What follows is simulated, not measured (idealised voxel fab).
process module | voxel tone inversion
Square cell edge 5 nm, section width 225 nm, ID cut.
Cross-sections here: square-cell grids, written as top-down lists of bands, a band being one or more rows of cells.
Top height, bottom height, nm. Materials left to right, width each, nm. Single material + "full width" = fills band edge to edge. "blank" = empty.
Where do heights start? At 0: under that level the wafer as delivered is made of one material only. And the lowest band has no floor; it just carries on downward, as in "0 -> down".
With a width like "30 to 40", each row of cells in the band differs from the next by the same amount, the top row carrying the first number and the bottom row the second.
What does "identical to before" mean for a step? It means no cell of the cross-section changed in that step.
Heads up: "Cavities, closed" only lists the empty pockets with no open path to the top that are 8 cells or more, and it writes them as width x height at distance, distance from the left edge, in nm.
Step line, after settings: the simulator's comment on this step.
Each step line may optionally specify "overlay nm", which for a step with a mask gives the rightward distance between the mask's planned place and where it lay, a negative value indicating the leftward direction.

The process steps that were planned are listed below
1) RECEIVE, material Si
2) CONFORMAL_DEP, material SiN, thk nm 5
3) DIRECTIONAL_DEP, material polySi, thk nm 20
4) PATTERN, tone cover, mask id POSTS, material resist, width nm 25, pitch nm 40, thk nm 30, overlay nm 0
5) DIRECTIONAL_ETCH, etch materials polySi, depth nm 20
6) STRIP, etch materials resist
7) FILL_DEP, material lowk, thk nm 10
8) CMP, height nm 25
9) STRIP, etch materials polySi

Run as planned: first of two wafers

Cross-section, incoming material, after step 1
0 -> down: Si full width
Cavities, closed: none

Sectional view: wafer, after step 2
5 -> 0: SiN full width
Note: structure below 0 unchanged.

Sectional view: wafer, after step 3
25 -> 5: polySi full width
Note: structure below 5 unchanged.

Sectional view: wafer, after step 4
55 -> 25: blank 40, resist 25, blank 15, resist 25, blank 15, resist 25, blank 15, resist 25, blank 40
Note: structure below 25 unchanged.

Sectional view: wafer, after step 5
55 -> 25: blank 40, resist 25, blank 15, resist 25, blank 15, resist 25, blank 15, resist 25, blank 40
25 -> 5: blank 40, polySi 25, blank 15, polySi 25, blank 15, polySi 25, blank 15, polySi 25, blank 40
Note: structure below 5 unchanged.

Sectional view: wafer, after step 6
25 -> 5: blank 40, polySi 25, blank 15, polySi 25, blank 15, polySi 25, blank 15, polySi 25, blank 40
Note: structure below 5 unchanged.

Sectional view: wafer, after step 7
35 -> 25: lowk full width
25 -> 5: lowk 40, polySi 25, lowk 15, polySi 25, lowk 15, polySi 25, lowk 15, polySi 25, lowk 40
Note: structure below 5 unchanged.

Sectional view: wafer, after step 8
25 -> 5: lowk 40, polySi 25, lowk 15, polySi 25, lowk 15, polySi 25, lowk 15, polySi 25, lowk 40
Note: structure below 5 unchanged.

Sectional view: wafer, after step 9
25 -> 5: lowk 40, blank 25, lowk 15, blank 25, lowk 15, blank 25, lowk 15, blank 25, lowk 40
Note: structure below 5 unchanged.

Wafer two. Identical start, identical plan. One mistake in execution. Identical history through step 3

Here is the second wafer in cross-section at the point where step 4 of the plan should have been done
55 -> 25: blank 45, resist 20, blank 20, resist 20, blank 20, resist 20, blank 20, resist 20, blank 40
Note: structure below 25 unchanged.

Here is the second wafer in cross-section at the point where step 5 of the plan should have been done
55 -> 25: blank 45, resist 20, blank 20, resist 20, blank 20, resist 20, blank 20, resist 20, blank 40
25 -> 5: blank 45, polySi 20, blank 20, polySi 20, blank 20, polySi 20, blank 20, polySi 20, blank 40
Note: structure below 5 unchanged.

Here is the second wafer in cross-section at the point where step 6 of the plan should have been done
25 -> 5: blank 45, polySi 20, blank 20, polySi 20, blank 20, polySi 20, blank 20, polySi 20, blank 40
Note: structure below 5 unchanged.

Here is the second wafer in cross-section at the point where step 7 of the plan should have been done
35 -> 25: lowk full width
25 -> 5: lowk 45, polySi 20, lowk 20, polySi 20, lowk 20, polySi 20, lowk 20, polySi 20, lowk 40
Note: structure below 5 unchanged.

Here is the second wafer in cross-section at the point where step 8 of the plan should have been done
25 -> 5: lowk 45, polySi 20, lowk 20, polySi 20, lowk 20, polySi 20, lowk 20, polySi 20, lowk 40
Note: structure below 5 unchanged.

Here is the second wafer in cross-section at the point where step 9 of the plan should have been done
25 -> 5: lowk 45, blank 20, lowk 20, blank 20, lowk 20, blank 20, lowk 20, blank 20, lowk 40
Note: structure below 5 unchanged.
Against the plan, the run slipped here: rather than as planned, step 4 actually ran as PATTERN, tone cover, mask id POSTS, material resist, width nm 20, pitch nm 40, thk nm 30, overlay nm 0
Final wafer comparison in cells, second versus first, more or fewer per material: lowk +16
